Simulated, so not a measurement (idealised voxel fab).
The following process module bears the name voxel released beams.
Shown is cross-section cut, with a width of 255 nm and square cells of size 5 nm.
Square cells in a grid make up a cross-section in this document, and the grid is given as bands, listed from the top down, each one or more rows of cells. The entry gives the band's vertical extent as a top height and a bottom height in nm, then its horizontal make-up as materials from left to right, each with a width in nm. "air" stands for empty space; a single material marked "all across" fills the band edge to edge. Measure heights from 0. That's the level where, below it, the as-received wafer is all one material. The lowest band is bottomless and extends downward; write it as in "z 0 and below". So if you see something like "30->40" for the width, read it as the top row of the band sitting at the first number and the bottom row at the second, with every row in between moving by the same amount as the last. Given "nothing changed" for a step, no cell of the cross-section differs between before and after that step. "Entrapped void list": empty spaces of 8 cells or more with no open way to the top, each given as width x height at distance, distance from the left edge, all in nm. Step line, after settings: the simulator's comment on this step. "overlay nm" denotes, for a step that has a mask, the displacement of the mask to the right of its planned place, with negative values corresponding to the left.

**List of planned process steps**
- 1: RECEIVE (material Si)
- 2: CONFORMAL_DEP (material Al2O3; thk nm 5)
- 3: DIRECTIONAL_DEP (material SiO2; thk nm 15)
- 4: MASKED_ETCH (tone open; mask id ANCHOR; width nm 35; etch materials SiO2; depth nm 15; overlay nm 0)
- 5: CONFORMAL_DEP (material W; thk nm 10)
- 6: DIRECTIONAL_DEP (material aC; thk nm 10)
- 7: PATTERN (tone cover; mask id BEAM; material resist; width nm 95; thk nm 30; overlay nm 0)
- 8: DIRECTIONAL_ETCH (etch materials aC; depth nm 10)
- 9: STRIP (etch materials resist)
- 10: DIRECTIONAL_ETCH (etch materials W; depth nm 10)
- 11: STRIP (etch materials aC)
- 12: STRIP (etch materials SiO2)

**Cross-sectional view of the wafer in its as-received condition, corresponding to the state after step 1**
    z 0 and below | Si all across
    Entrapped void list: none

**What the wafer looks like in cross-section after this module, when it starts as shown above and follows the plan above but one mistake is made in running it**
    z 30 to 20 | air (75), W (5), air (15), W (75), air (85)
    z 20 to 15 | air (70), W (10), air (15), W (10), air (150)
    z 15 to 5 | air (70), W (35), air (150)
    z 5 to 0 | Al2O3 all across
    z 0 and below | Si all across
    Entrapped void list: none
Processing error: step 4, actual vs plan mismatch, actual run MASKED_ETCH (tone open; mask id ANCHOR; width nm 35; etch materials SiO2; depth nm 15; overlay nm -10)
